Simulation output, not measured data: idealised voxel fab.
The following is a process module called voxel ribs on slabs.
270 nm wide, 5 nm square cells: that's cross-section cut.
Cross-section format: a grid of square cells, given as bands from top to bottom; each band is one or more rows of cells.
In this notation a band is specified by the heights of its top and bottom, in that order and in nm, after which its materials appear from left to right, each paired with its width in nm. The word "throughout" attached to a single material means that material fills the band from edge to edge; the word "blank" stands for empty space.
The level at which height equals 0 is the one under which the wafer, as it arrives, is entirely one material. No lower edge exists for the bottom band, which continues downward and is notated as in "from 0 down".
Quick explanation for "30 to 40": the width changes in equal steps down the rows of cells, from the first number in the band's top row to the second number in its bottom row.
Step note "left unchanged" = no cross-section cell changed.
The entry "Voids, sealed" lists the empty spaces that cover at least 8 cells and have no open path to the top. Each is written as width x height at distance, where the distance is measured from the left edge and all three values are in nm.
The remark found on a step's line after its settings is issued by the simulator itself and pertains to that step.
overlay nm, on a step with a mask: how far to the right of its planned place the mask lay; to the left if negative
**Process steps (planned)**
step 1: RECEIVE [material Si]
step 2: DIRECTIONAL_DEP [material SiO2] [thk nm 30]
step 3: DIRECTIONAL_DEP [material polySi] [thk nm 15]
step 4: MASKED_ETCH [tone cover] [mask id RIB] [width nm 15] [etch materials polySi] [depth nm 10] [overlay nm 0]
step 5: PATTERN [tone cover] [mask id SLAB] [material resist] [width nm 65] [thk nm 15] [overlay nm 0]
step 6: DIRECTIONAL_ETCH [etch materials polySi] [depth nm 5]
step 7: STRIP [etch materials resist]
step 8: FILL_DEP [material SiO2] [thk nm 25]
step 9: CMP [height nm 65]
step 10: DIRECTIONAL_DEP [material W] [thk nm 10]
step 11: MASKED_ETCH [tone cover] [mask id HEATER] [width nm 25] [etch materials W] [depth nm 10] [overlay nm 0]
step 12: CONFORMAL_DEP [material SiO2] [thk nm 10]
**Delivered wafer in cross-section: state after step 1**
> from 0 down  Si throughout
> Voids, sealed: none
**Cross-section: first of two wafers, module finished, run according to plan**
> from 85 to 75  110 blank; 45 SiO2; 115 blank
> from 75 to 65  120 SiO2; 25 W; 125 SiO2
> from 65 to 45  SiO2 throughout
> from 45 to 35  125 SiO2; 15 polySi; 130 SiO2
> from 35 to 30  100 SiO2; 65 polySi; 105 SiO2
> from 30 to 0  SiO2 throughout
> from 0 down  Si throughout
> Voids, sealed: none
**Module end: cross-section of wafer two of two. Same start and process plan as the first wafer. One mistake during execution**
> from 85 to 75  110 blank; 45 polySi; 115 blank
> from 75 to 65  120 polySi; 25 W; 125 polySi
> from 65 to 45  SiO2 throughout
> from 45 to 35  125 SiO2; 15 polySi; 130 SiO2
> from 35 to 30  100 SiO2; 65 polySi; 105 SiO2
> from 30 to 0  SiO2 throughout
> from 0 down  Si throughout
> Voids, sealed: none
Plan not followed: step 12 was processed under conditions differing from the plan, specifically as CONFORMAL_DEP [material polySi] [thk nm 10]
Final tally in cells, some materials are higher or lower on the second wafer than on the first: SiO2 -116, polySi +116
